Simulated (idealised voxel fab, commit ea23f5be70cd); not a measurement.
The document below concerns the process module designated voxel capacitor over wiring.
We display cut, a cross-section 205 nm in width whose square cells are each 5 nm.
We lay out every cross-section as a grid of square cells and spell it out in bands from the top down, where one band means one or more rows of cells.
First you get the band's top height and its bottom height, in nm, and then the materials it's made of, left to right, with each width in nm. If you see a single material with "full width", that one covers the band edge to edge. "empty" is empty space.
A quick word on heights: they are counted from 0, and under that level the wafer as it came to us is one material throughout. The lowest band is different from the rest in having no bottom; it simply continues downward, written as in "top 0, no bottom".
When a width is written as two numbers, as in "30..40", the first number is the width in the top row of cells of the band and the second is the width in its bottom row, and the width changes by the same amount from each row to the next.
You'll sometimes find "nothing changed" written for a step, and that's the way of saying that nowhere in the cross-section did a cell change during that step.
Closed empty spaces (no open way to the top) of 8 cells or more are what "Enclosed cavity list" lists, each as width x height at distance from the left edge, nm for all three.
On each step's line, the part that comes after the settings is the simulator's own comment on the step.
The optional step-line setting "overlay nm" applies to steps with a mask and quantifies how far to the right of its planned location the mask lay, a negative value indicating leftward placement.
Process steps (planned)
| 1 | op RECEIVE | material Si |
| 2 | op CONFORMAL_DEP | material SiO2 | thk nm 10 |
| 3 | op DIRECTIONAL_DEP | material TiN | thk nm 5 |
| 4 | op DIRECTIONAL_DEP | material Ru | thk nm 20 |
| 5 | op MASKED_ETCH | tone cover | mask id METAL_1 | width nm 25 | pitch nm 90 | etch materials Ru | depth nm 20 | overlay nm 0 |
| 6 | op MASKED_ETCH | tone cover | mask id METAL_1 | width nm 25 | pitch nm 90 | etch materials TiN | depth nm 5 | overlay nm 0 |
| 7 | op CONFORMAL_DEP | material SiN | thk nm 5 |
| 8 | op FILL_DEP | material SiO2 | thk nm 10 |
| 9 | op CMP | height nm 30 |
| 10 | op CONFORMAL_DEP | material SiCN | thk nm 5 |
| 11 | op DIRECTIONAL_DEP | material lowk | thk nm 20 |
| 12 | op DIRECTIONAL_DEP | material aC | thk nm 10 |
| 13 | op PATTERN | tone open | mask id PLUG_1 | material resist | width nm 15 | thk nm 30 | overlay nm 0 |
| 14 | op DIRECTIONAL_ETCH | etch materials aC | depth nm 10 |
| 15 | op STRIP | etch materials resist |
| 16 | op DIRECTIONAL_ETCH | etch materials lowk | depth nm 20 |
| 17 | op DIRECTIONAL_ETCH | etch materials SiCN | depth nm 5 |
| 18 | op STRIP | etch materials aC |
| 19 | op EPI | material Ru | thk nm 10 |
| 20 | op EPI | material Ru | thk nm 10 |
| 21 | op EPI | material Ru | thk nm 5 |
| 22 | op DIRECTIONAL_DEP | material TiN | thk nm 10 |
| 23 | op DIRECTIONAL_DEP | material SiN | thk nm 5 |
| 24 | op DIRECTIONAL_DEP | material TiN | thk nm 5 |
| 25 | op PATTERN | tone cover | mask id UPPER_PLATE | material resist | width nm 70 | thk nm 15 | overlay nm 0 |
| 26 | op DIRECTIONAL_ETCH | etch materials TiN | depth nm 5 |
| 27 | op DIRECTIONAL_ETCH | etch materials SiN | depth nm 5 |
| 28 | op STRIP | etch materials resist |
| 29 | op DIRECTIONAL_DEP | material aC | thk nm 15 |
| 30 | op PATTERN | tone cover | mask id LOWER_PLATE | material resist | width nm 80 | thk nm 30 | overlay nm 0 |
| 31 | op DIRECTIONAL_ETCH | etch materials aC | depth nm 15 |
| 32 | op STRIP | etch materials resist |
| 33 | op DIRECTIONAL_ETCH | etch materials TiN | depth nm 10 |
| 34 | op STRIP | etch materials aC |
| 35 | op FILL_DEP | material SiO2 | thk nm 20 |
| 36 | op CMP | height nm 95 |
| 37 | op MASKED_ETCH | tone open | mask id PLUG_2 | width nm 15 | etch materials SiO2 | depth nm 15 | overlay nm 0 |
| 38 | op CONFORMAL_DEP | material TiN | thk nm 5 |
| 39 | op FILL_DEP | material W | thk nm 10 |
| 40 | op CMP | height nm 95 |
| 41 | op CONFORMAL_DEP | material SiN | thk nm 5 |
Heads up: all these wafers start the same, and what changes between them is the height nm in step 9. The value you see in the plan is just what the first wafer got.
Cross-section, first of several wafers, as delivered after step 1
	top 0, no bottom = Si full width
	Enclosed cavity list: none
The table below has one row for each wafer; a row shows, as of the end of the module, how many cells of each material the wafer has gained, marked (+), or lost, marked (-), since it was received, and then the wafer's closed voids
height nm 30 | +45 Ru | +38 SiCN | +98 SiN | +422 SiO2 | +63 TiN | +2 W | +152 lowk | Enclosed cavity list: none
height nm 35 | +55 Ru | +38 SiCN | +102 SiN | +408 SiO2 | +63 TiN | +2 W | +152 lowk | Enclosed cavity list: none
height nm 40 | +40 Ru | +38 SiCN | +116 SiN | +411 SiO2 | +62 TiN | +1 W | +152 lowk | Enclosed cavity list: none
height nm 45 | +40 Ru | +38 SiCN | +116 SiN | +413 SiO2 | +61 TiN | +152 lowk | Enclosed cavity list: none
height nm 50 | +40 Ru | +38 SiCN | +116 SiN | +415 SiO2 | +59 TiN | +152 lowk | Enclosed cavity list: none
